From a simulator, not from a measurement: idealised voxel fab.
The name of this process module is voxel wiring stack.
It is cross-section cut that appears here, measuring 165 nm in width, its square cells being 5 nm in size.
Cross-section layout: square cells on a grid; listed as bands, top to bottom; a band spans one or more cell rows. Heads up on the band format: heights come first, top then bottom, in nm. After that it's the materials left to right, each with its width in nm. A single material flagged "full width" fills the whole band edge to edge, and "blank" means there's empty space there. Heights are measured from 0, the level below which the as-received wafer is all one material; the lowest band has no bottom and continues downward, written as in "0 nm and below". So if you see something like "30->40" for the width, read it as the top row of the band sitting at the first number and the bottom row at the second, with every row in between moving by the same amount as the last. No cell of the cross-section changed in a step that is given as "remains unaltered". Listed in "Trapped voids": every empty space of 8 or more cells without an open way to the top. Form: width x height at distance, the distance being from the left edge, all in nm. That trailing text on a step's line, after the settings, is the simulator's own remark on the step. If you see "overlay nm" on a step's line and that step has a mask, it's telling you how far right of where it was planned the mask ended up; a negative number means it went left instead.
### Steps planned for the process
- 1: RECEIVE (material Si)
- 2: CONFORMAL_DEP (material SiO2; thk nm 10)
- 3: DIRECTIONAL_DEP (material TiN; thk nm 5)
- 4: DIRECTIONAL_DEP (material Ru; thk nm 25)
- 5: DIRECTIONAL_DEP (material aC; thk nm 15)
- 6: PATTERN (tone cover; mask id METAL_1; material resist; width nm 25; pitch nm 45; thk nm 35; overlay nm 0)
- 7: DIRECTIONAL_ETCH (etch materials aC; depth nm 15)
- 8: STRIP (etch materials resist)
- 9: DIRECTIONAL_ETCH (etch materials Ru; depth nm 25)
- 10: DIRECTIONAL_ETCH (etch materials TiN; depth nm 5)
- 11: STRIP (etch materials aC)
- 12: FILL_DEP (material SiO2; thk nm 5)
- 13: CMP (height nm 40)
- 14: CONFORMAL_DEP (material SiCN; thk nm 5)
- 15: DIRECTIONAL_DEP (material SiO2; thk nm 15)
- 16: DIRECTIONAL_DEP (material aC; thk nm 10)
- 17: PATTERN (tone open; mask id PLUG_1; material resist; width nm 15; thk nm 30; overlay nm 0)
- 18: DIRECTIONAL_ETCH (etch materials aC; depth nm 10)
- 19: STRIP (etch materials resist)
- 20: DIRECTIONAL_ETCH (etch materials SiO2; depth nm 15)
- 21: DIRECTIONAL_ETCH (etch materials SiCN; depth nm 5)
- 22: STRIP (etch materials aC)
- 23: CONFORMAL_DEP (material TiN; thk nm 5)
- 24: FILL_DEP (material W; thk nm 10)
- 25: CMP (height nm 60)
- 26: DIRECTIONAL_DEP (material TiN; thk nm 5)
- 27: DIRECTIONAL_DEP (material W; thk nm 20)
- 28: DIRECTIONAL_DEP (material aC; thk nm 10)
- 29: PATTERN (tone cover; mask id METAL_2; material resist; width nm 25; pitch nm 45; thk nm 30; overlay nm 0)
- 30: DIRECTIONAL_ETCH (etch materials aC; depth nm 10)
- 31: STRIP (etch materials resist)
- 32: DIRECTIONAL_ETCH (etch materials W; depth nm 20)
- 33: DIRECTIONAL_ETCH (etch materials TiN; depth nm 5)
- 34: STRIP (etch materials aC)
- 35: CONFORMAL_DEP (material SiCN; thk nm 5)
- 36: FILL_DEP (material SiO2; thk nm 5)
- 37: CMP (height nm 85)
- 38: CONFORMAL_DEP (material SiCN; thk nm 5)
### The following pertains to the first of two wafers, which was processed as planned
### Cross-section of the wafer as it came to us, i.e., already through step 1
0 nm and below  Si full width
Trapped voids: none
### The following cross-section depicts the wafer upon completion of step 2
10 nm to 0 nm  SiO2 full width
At heights below 0, the structure remains unaltered.
### The following cross-section depicts the wafer upon completion of step 3
15 nm to 10 nm  TiN full width
At heights below 10, the structure remains unaltered.
### The following cross-section depicts the wafer upon completion of step 4
40 nm to 15 nm  Ru full width
At heights below 15, the structure remains unaltered.
### The following cross-section depicts the wafer upon completion of step 5
55 nm to 40 nm  aC full width
At heights below 40, the structure remains unaltered.
### The following cross-section depicts the wafer upon completion of step 6
90 nm to 55 nm  45 of blank, then 25 of resist, then 20 of blank, then 25 of resist, then 50 of blank
At heights below 55, the structure remains unaltered.
### The following cross-section depicts the wafer upon completion of step 7
75 nm to 55 nm  45 of blank, then 25 of resist, then 20 of blank, then 25 of resist, then 50 of blank
55 nm to 40 nm  45 of blank, then 25 of aC, then 20 of blank, then 25 of aC, then 50 of blank
At heights below 40, the structure remains unaltered.
### The following cross-section depicts the wafer upon completion of step 8
55 nm to 40 nm  45 of blank, then 25 of aC, then 20 of blank, then 25 of aC, then 50 of blank
At heights below 40, the structure remains unaltered.
### The following cross-section depicts the wafer upon completion of step 9
55 nm to 40 nm  45 of blank, then 25 of aC, then 20 of blank, then 25 of aC, then 50 of blank
40 nm to 15 nm  45 of blank, then 25 of Ru, then 20 of blank, then 25 of Ru, then 50 of blank
At heights below 15, the structure remains unaltered.
### The following cross-section depicts the wafer upon completion of step 10
55 nm to 40 nm  45 of blank, then 25 of aC, then 20 of blank, then 25 of aC, then 50 of blank
40 nm to 15 nm  45 of blank, then 25 of Ru, then 20 of blank, then 25 of Ru, then 50 of blank
15 nm to 10 nm  45 of blank, then 25 of TiN, then 20 of blank, then 25 of TiN, then 50 of blank
At heights below 10, the structure remains unaltered.
### The following cross-section depicts the wafer upon completion of step 11
40 nm to 15 nm  45 of blank, then 25 of Ru, then 20 of blank, then 25 of Ru, then 50 of blank
At heights below 15, the structure remains unaltered.
### The following cross-section depicts the wafer upon completion of step 12
45 nm to 40 nm  SiO2 full width
40 nm to 15 nm  45 of SiO2, then 25 of Ru, then 20 of SiO2, then 25 of Ru, then 50 of SiO2
15 nm to 10 nm  45 of SiO2, then 25 of TiN, then 20 of SiO2, then 25 of TiN, then 50 of SiO2
At heights below 10, the structure remains unaltered.
### The following cross-section depicts the wafer upon completion of step 13
40 nm to 15 nm  45 of SiO2, then 25 of Ru, then 20 of SiO2, then 25 of Ru, then 50 of SiO2
At heights below 15, the structure remains unaltered.
### The following cross-section depicts the wafer upon completion of step 14
45 nm to 40 nm  SiCN full width
At heights below 40, the structure remains unaltered.
### The following cross-section depicts the wafer upon completion of step 15
60 nm to 45 nm  SiO2 full width
At heights below 45, the structure remains unaltered.
### The following cross-section depicts the wafer upon completion of step 16
70 nm to 60 nm  aC full width
At heights below 60, the structure remains unaltered.
### The following cross-section depicts the wafer upon completion of step 17
100 nm to 70 nm  45 of resist, then 15 of blank, then 105 of resist
At heights below 70, the structure remains unaltered.
### The following cross-section depicts the wafer upon completion of step 18
90 nm to 70 nm  45 of resist, then 15 of blank, then 105 of resist
70 nm to 60 nm  45 of aC, then 15 of blank, then 105 of aC
At heights below 60, the structure remains unaltered.
### The following cross-section depicts the wafer upon completion of step 19
70 nm to 60 nm  45 of aC, then 15 of blank, then 105 of aC
At heights below 60, the structure remains unaltered.
### The following cross-section depicts the wafer upon completion of step 20
70 nm to 60 nm  45 of aC, then 15 of blank, then 105 of aC
60 nm to 45 nm  45 of SiO2, then 15 of blank, then 105 of SiO2
At heights below 45, the structure remains unaltered.
### The following cross-section depicts the wafer upon completion of step 21
70 nm to 60 nm  45 of aC, then 15 of blank, then 105 of aC
60 nm to 45 nm  45 of SiO2, then 15 of blank, then 105 of SiO2
45 nm to 40 nm  45 of SiCN, then 15 of blank, then 105 of SiCN
At heights below 40, the structure remains unaltered.
### The following cross-section depicts the wafer upon completion of step 22
60 nm to 45 nm  45 of SiO2, then 15 of blank, then 105 of SiO2
At heights below 45, the structure remains unaltered.
### The following cross-section depicts the wafer upon completion of step 23
65 nm to 60 nm  50 of TiN, then 5 of blank, then 110 of TiN
60 nm to 45 nm  45 of SiO2, then 5 of TiN, then 5 of blank, then 5 of TiN, then 105 of SiO2
45 nm to 40 nm  45 of SiCN, then 15 of TiN, then 105 of SiCN
At heights below 40, the structure remains unaltered.
### The following cross-section depicts the wafer upon completion of step 24
75 nm to 65 nm  W full width
65 nm to 60 nm  50 of TiN, then 5 of W, then 110 of TiN
60 nm to 45 nm  45 of SiO2, then 5 of TiN, then 5 of W, then 5 of TiN, then 105 of SiO2
At heights below 45, the structure remains unaltered.
### The following cross-section depicts the wafer upon completion of step 25
60 nm to 45 nm  45 of SiO2, then 5 of TiN, then 5 of W, then 5 of TiN, then 105 of SiO2
At heights below 45, the structure remains unaltered.
### The following cross-section depicts the wafer upon completion of step 26
65 nm to 60 nm  TiN full width
At heights below 60, the structure remains unaltered.
### The following cross-section depicts the wafer upon completion of step 27
85 nm to 65 nm  W full width
At heights below 65, the structure remains unaltered.
### The following cross-section depicts the wafer upon completion of step 28
95 nm to 85 nm  aC full width
At heights below 85, the structure remains unaltered.
### The following cross-section depicts the wafer upon completion of step 29
125 nm to 95 nm  45 of blank, then 25 of resist, then 20 of blank, then 25 of resist, then 50 of blank
At heights below 95, the structure remains unaltered.
### The following cross-section depicts the wafer upon completion of step 30
115 nm to 95 nm  45 of blank, then 25 of resist, then 20 of blank, then 25 of resist, then 50 of blank
95 nm to 85 nm  45 of blank, then 25 of aC, then 20 of blank, then 25 of aC, then 50 of blank
At heights below 85, the structure remains unaltered.
### The following cross-section depicts the wafer upon completion of step 31
95 nm to 85 nm  45 of blank, then 25 of aC, then 20 of blank, then 25 of aC, then 50 of blank
At heights below 85, the structure remains unaltered.
### The following cross-section depicts the wafer upon completion of step 32
95 nm to 85 nm  45 of blank, then 25 of aC, then 20 of blank, then 25 of aC, then 50 of blank
85 nm to 65 nm  45 of blank, then 25 of W, then 20 of blank, then 25 of W, then 50 of blank
At heights below 65, the structure remains unaltered.
### The following cross-section depicts the wafer upon completion of step 33
95 nm to 85 nm  45 of blank, then 25 of aC, then 20 of blank, then 25 of aC, then 50 of blank
85 nm to 65 nm  45 of blank, then 25 of W, then 20 of blank, then 25 of W, then 50 of blank
65 nm to 60 nm  45 of blank, then 25 of TiN, then 20 of blank, then 25 of TiN, then 50 of blank
At heights below 60, the structure remains unaltered.
### The following cross-section depicts the wafer upon completion of step 34
85 nm to 65 nm  45 of blank, then 25 of W, then 20 of blank, then 25 of W, then 50 of blank
At heights below 65, the structure remains unaltered.
### The following cross-section depicts the wafer upon completion of step 35
90 nm to 85 nm  40 of blank, then 35 of SiCN, then 10 of blank, then 35 of SiCN, then 45 of blank
85 nm to 65 nm  40 of blank, then 5 of SiCN, then 25 of W, then 5 of SiCN, then 10 of blank, then 5 of SiCN, then 25 of W, then 5 of SiCN, then 45 of blank
65 nm to 60 nm  45 of SiCN, then 25 of TiN, then 20 of SiCN, then 25 of TiN, then 50 of SiCN
At heights below 60, the structure remains unaltered.
### The following cross-section depicts the wafer upon completion of step 36
95 nm to 90 nm  SiO2 full width
90 nm to 85 nm  40 of SiO2, then 35 of SiCN, then 10 of SiO2, then 35 of SiCN, then 45 of SiO2
85 nm to 65 nm  40 of SiO2, then 5 of SiCN, then 25 of W, then 5 of SiCN, then 10 of SiO2, then 5 of SiCN, then 25 of W, then 5 of SiCN, then 45 of SiO2
At heights below 65, the structure remains unaltered.
### The following cross-section depicts the wafer upon completion of step 37
85 nm to 65 nm  40 of SiO2, then 5 of SiCN, then 25 of W, then 5 of SiCN, then 10 of SiO2, then 5 of SiCN, then 25 of W, then 5 of SiCN, then 45 of SiO2
At heights below 65, the structure remains unaltered.
### The following cross-section depicts the wafer upon completion of step 38
90 nm to 85 nm  SiCN full width
At heights below 85, the structure remains unaltered.
### The second wafer began exactly as the first did and followed the same plan, but one mistake was made while running it; through step 16 inclusive, the two wafers are identical
### Cross-sectional representation of the second wafer at the time designated in the plan for the completion of step 17
100 nm to 70 nm  55 of resist, then 15 of blank, then 95 of resist
At heights below 70, the structure remains unaltered.
### Cross-sectional representation of the second wafer at the time designated in the plan for the completion of step 18
90 nm to 70 nm  55 of resist, then 15 of blank, then 95 of resist
70 nm to 60 nm  55 of aC, then 15 of blank, then 95 of aC
At heights below 60, the structure remains unaltered.
### Cross-sectional representation of the second wafer at the time designated in the plan for the completion of step 19
70 nm to 60 nm  55 of aC, then 15 of blank, then 95 of aC
At heights below 60, the structure remains unaltered.
### Cross-sectional representation of the second wafer at the time designated in the plan for the completion of step 20
70 nm to 60 nm  55 of aC, then 15 of blank, then 95 of aC
60 nm to 45 nm  55 of SiO2, then 15 of blank, then 95 of SiO2
At heights below 45, the structure remains unaltered.
### Cross-sectional representation of the second wafer at the time designated in the plan for the completion of step 21
70 nm to 60 nm  55 of aC, then 15 of blank, then 95 of aC
60 nm to 45 nm  55 of SiO2, then 15 of blank, then 95 of SiO2
45 nm to 40 nm  55 of SiCN, then 15 of blank, then 95 of SiCN
At heights below 40, the structure remains unaltered.
### Cross-sectional representation of the second wafer at the time designated in the plan for the completion of step 22
60 nm to 45 nm  55 of SiO2, then 15 of blank, then 95 of SiO2
At heights below 45, the structure remains unaltered.
### Cross-sectional representation of the second wafer at the time designated in the plan for the completion of step 23
65 nm to 60 nm  60 of TiN, then 5 of blank, then 100 of TiN
60 nm to 45 nm  55 of SiO2, then 5 of TiN, then 5 of blank, then 5 of TiN, then 95 of SiO2
45 nm to 40 nm  55 of SiCN, then 15 of TiN, then 95 of SiCN
At heights below 40, the structure remains unaltered.
### Cross-sectional representation of the second wafer at the time designated in the plan for the completion of step 24
75 nm to 65 nm  W full width
65 nm to 60 nm  60 of TiN, then 5 of W, then 100 of TiN
60 nm to 45 nm  55 of SiO2, then 5 of TiN, then 5 of W, then 5 of TiN, then 95 of SiO2
At heights below 45, the structure remains unaltered.
### Cross-sectional representation of the second wafer at the time designated in the plan for the completion of step 25
60 nm to 45 nm  55 of SiO2, then 5 of TiN, then 5 of W, then 5 of TiN, then 95 of SiO2
At heights below 45, the structure remains unaltered.
### Cross-sectional representation of the second wafer at the time designated in the plan for the completion of step 26
65 nm to 60 nm  TiN full width
At heights below 60, the structure remains unaltered.
### Cross-sectional representation of the second wafer at the time designated in the plan for the completion of step 27
85 nm to 65 nm  W full width
At heights below 65, the structure remains unaltered.
### Cross-sectional representation of the second wafer at the time designated in the plan for the completion of step 28
95 nm to 85 nm  aC full width
At heights below 85, the structure remains unaltered.
### Cross-sectional representation of the second wafer at the time designated in the plan for the completion of step 29
125 nm to 95 nm  45 of blank, then 25 of resist, then 20 of blank, then 25 of resist, then 50 of blank
At heights below 95, the structure remains unaltered.
### Cross-sectional representation of the second wafer at the time designated in the plan for the completion of step 30
115 nm to 95 nm  45 of blank, then 25 of resist, then 20 of blank, then 25 of resist, then 50 of blank
95 nm to 85 nm  45 of blank, then 25 of aC, then 20 of blank, then 25 of aC, then 50 of blank
At heights below 85, the structure remains unaltered.
### Cross-sectional representation of the second wafer at the time designated in the plan for the completion of step 31
95 nm to 85 nm  45 of blank, then 25 of aC, then 20 of blank, then 25 of aC, then 50 of blank
At heights below 85, the structure remains unaltered.
### Cross-sectional representation of the second wafer at the time designated in the plan for the completion of step 32
95 nm to 85 nm  45 of blank, then 25 of aC, then 20 of blank, then 25 of aC, then 50 of blank
85 nm to 65 nm  45 of blank, then 25 of W, then 20 of blank, then 25 of W, then 50 of blank
At heights below 65, the structure remains unaltered.
### Cross-sectional representation of the second wafer at the time designated in the plan for the completion of step 33
95 nm to 85 nm  45 of blank, then 25 of aC, then 20 of blank, then 25 of aC, then 50 of blank
85 nm to 65 nm  45 of blank, then 25 of W, then 20 of blank, then 25 of W, then 50 of blank
65 nm to 60 nm  45 of blank, then 25 of TiN, then 20 of blank, then 25 of TiN, then 50 of blank
At heights below 60, the structure remains unaltered.
### Cross-sectional representation of the second wafer at the time designated in the plan for the completion of step 34
85 nm to 65 nm  45 of blank, then 25 of W, then 20 of blank, then 25 of W, then 50 of blank
At heights below 65, the structure remains unaltered.
### Cross-sectional representation of the second wafer at the time designated in the plan for the completion of step 35
90 nm to 85 nm  40 of blank, then 35 of SiCN, then 10 of blank, then 35 of SiCN, then 45 of blank
85 nm to 65 nm  40 of blank, then 5 of SiCN, then 25 of W, then 5 of SiCN, then 10 of blank, then 5 of SiCN, then 25 of W, then 5 of SiCN, then 45 of blank
65 nm to 60 nm  45 of SiCN, then 25 of TiN, then 20 of SiCN, then 25 of TiN, then 50 of SiCN
At heights below 60, the structure remains unaltered.
### Cross-sectional representation of the second wafer at the time designated in the plan for the completion of step 36
95 nm to 90 nm  SiO2 full width
90 nm to 85 nm  40 of SiO2, then 35 of SiCN, then 10 of SiO2, then 35 of SiCN, then 45 of SiO2
85 nm to 65 nm  40 of SiO2, then 5 of SiCN, then 25 of W, then 5 of SiCN, then 10 of SiO2, then 5 of SiCN, then 25 of W, then 5 of SiCN, then 45 of SiO2
At heights below 65, the structure remains unaltered.
### Cross-sectional representation of the second wafer at the time designated in the plan for the completion of step 37
85 nm to 65 nm  40 of SiO2, then 5 of SiCN, then 25 of W, then 5 of SiCN, then 10 of SiO2, then 5 of SiCN, then 25 of W, then 5 of SiCN, then 45 of SiO2
At heights below 65, the structure remains unaltered.
### Cross-sectional representation of the second wafer at the time designated in the plan for the completion of step 38
90 nm to 85 nm  SiCN full width
At heights below 85, the structure remains unaltered.
Error vs. plan: off-plan run, step 17, actual operation and settings PATTERN (tone open; mask id PLUG_1; material resist; width nm 15; thk nm 30; overlay nm 10)
Final wafers compared: equal cell tally per material, rearranged layout.
